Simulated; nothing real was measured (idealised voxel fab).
process module | voxel released beams
cross-section cut | 255 nm wide | cells 5 nm
A cross-section is a grid of square cells, given in bands from the top down. A band is one or more rows of cells.
Each band's line starts with the height of the band's top and of its bottom, in nm. Then come its materials from left to right, each with its width in nm. One material with "throughout" fills the band from edge to edge. "air" is empty space.
Height 0 is the level under which the wafer as received is all one material. The lowest band goes on downwards, as in "0 down".
A width such as "30 to 40" changes by the same amount from each row of cells to the next, from the band's top row to its bottom row.
"no change" after a step means that no cell of the cross-section changed.
closed voids: empty space of 8 cells or more with no open way to the top, each as width x height at its distance from the left edge, in nm
after a step's settings: what the simulator itself notes on the step
overlay nm, on a step with a mask: how far to the right of its planned place the mask lay; to the left if negative
plan
1 op RECEIVE | material Si
2 op CONFORMAL_DEP | material SiN | thk nm 5
3 op DIRECTIONAL_DEP | material SiO2 | thk nm 20
4 op MASKED_ETCH | tone open | mask id ANCHOR | width nm 40 | etch materials SiO2 | depth nm 20 | overlay nm 0
5 op CONFORMAL_DEP | material TiN | thk nm 15
6 op DIRECTIONAL_DEP | material aC | thk nm 10
7 op PATTERN | tone cover | mask id BEAM | material resist | width nm 85 | thk nm 25 | overlay nm 0
8 op DIRECTIONAL_ETCH | etch materials aC | depth nm 10
9 op STRIP | etch materials resist
10 op DIRECTIONAL_ETCH | etch materials TiN | depth nm 15
11 op STRIP | etch materials aC
12 op STRIP | etch materials SiO2
first wafer, as planned
as received, after step 1
  0 down: Si throughout
  closed voids: none
after step 2
  5 to 0: SiN throughout
  below 0: unchanged
after step 3
  25 to 5: SiO2 throughout
  below 5: unchanged
after step 4
  25 to 5: SiO2 85 | air 40 | SiO2 130
  below 5: unchanged
after step 5
  40 to 25: TiN 100 | air 10 | TiN 145
  25 to 20: SiO2 85 | TiN 15 | air 10 | TiN 15 | SiO2 130
  20 to 5: SiO2 85 | TiN 40 | SiO2 130
  below 5: unchanged
after step 6
  50 to 40: aC 100 | air 10 | aC 145
  40 to 30: TiN 100 | air 10 | TiN 145
  30 to 25: TiN 100 | aC 10 | TiN 145
  25 to 20: SiO2 85 | TiN 15 | aC 10 | TiN 15 | SiO2 130
  below 20: unchanged
after step 7
  75 to 50: air 80 | resist 85 | air 90
  50 to 40: aC 100 | resist 10 | aC 145
  40 to 30: TiN 100 | resist 10 | TiN 145
  below 30: unchanged
after step 8
  65 to 50: air 80 | resist 85 | air 90
  50 to 40: air 80 | aC 20 | resist 10 | aC 55 | air 90
  below 40: unchanged
after step 9
  50 to 40: air 80 | aC 20 | air 10 | aC 55 | air 90
  40 to 30: TiN 100 | air 10 | TiN 145
  below 30: unchanged
after step 10
  50 to 40: air 80 | aC 20 | air 10 | aC 55 | air 90
  40 to 30: air 80 | TiN 20 | air 10 | TiN 55 | air 90
  30 to 25: air 80 | TiN 20 | aC 10 | TiN 55 | air 90
  below 25: unchanged
after step 11
  40 to 25: air 80 | TiN 20 | air 10 | TiN 55 | air 90
  25 to 20: SiO2 85 | TiN 15 | air 10 | TiN 15 | SiO2 130
  below 20: unchanged
after step 12
  40 to 25: air 80 | TiN 20 | air 10 | TiN 55 | air 90
  25 to 20: air 85 | TiN 15 | air 10 | TiN 15 | air 130
  20 to 5: air 85 | TiN 40 | air 130
  below 5: unchanged
second wafer: like start, like plan, one mistake. Through step 3 it matches the first wafer
when step 4 should have ended
  25 to 5: air 85 | SiO2 40 | air 130
  below 5: unchanged
when step 5 should have ended
  40 to 25: air 70 | TiN 70 | air 115
  25 to 20: air 70 | TiN 15 | SiO2 40 | TiN 15 | air 115
  20 to 5: TiN 85 | SiO2 40 | TiN 130
  below 5: unchanged
when step 6 should have ended
  50 to 40: air 70 | aC 70 | air 115
  40 to 30: air 70 | TiN 70 | air 115
  30 to 25: aC 70 | TiN 70 | aC 115
  25 to 20: aC 70 | TiN 15 | SiO2 40 | TiN 15 | aC 115
  below 20: unchanged
when step 7 should have ended
  75 to 50: air 80 | resist 85 | air 90
  50 to 40: air 70 | aC 70 | resist 25 | air 90
  40 to 30: air 70 | TiN 70 | resist 25 | air 90
  below 30: unchanged
when step 8 should have ended
  65 to 50: air 80 | resist 85 | air 90
  50 to 40: air 80 | aC 60 | resist 25 | air 90
  40 to 30: air 70 | TiN 70 | resist 25 | air 90
  30 to 25: air 70 | TiN 70 | aC 25 | air 90
  25 to 20: air 70 | TiN 15 | SiO2 40 | TiN 15 | aC 25 | air 90
  below 20: unchanged
when step 9 should have ended
  50 to 40: air 80 | aC 60 | air 115
  40 to 30: air 70 | TiN 70 | air 115
  below 30: unchanged
when step 10 should have ended
  50 to 40: air 80 | aC 60 | air 115
  40 to 30: air 80 | TiN 60 | air 115
  30 to 25: air 80 | TiN 60 | aC 25 | air 90
  25 to 20: air 70 | TiN 15 | SiO2 40 | TiN 15 | aC 25 | air 90
  20 to 5: air 70 | TiN 15 | SiO2 40 | TiN 40 | air 90
  below 5: unchanged
when step 11 should have ended
  40 to 25: air 80 | TiN 60 | air 115
  25 to 20: air 70 | TiN 15 | SiO2 40 | TiN 15 | air 115
  below 20: unchanged
when step 12 should have ended: no change
what went wrong: step 4 ran as: op MASKED_ETCH | tone cover | mask id ANCHOR | width nm 40 | etch materials SiO2 | depth nm 20 | overlay nm 0
at the end the second wafer has, in cells: 32 more of SiO2
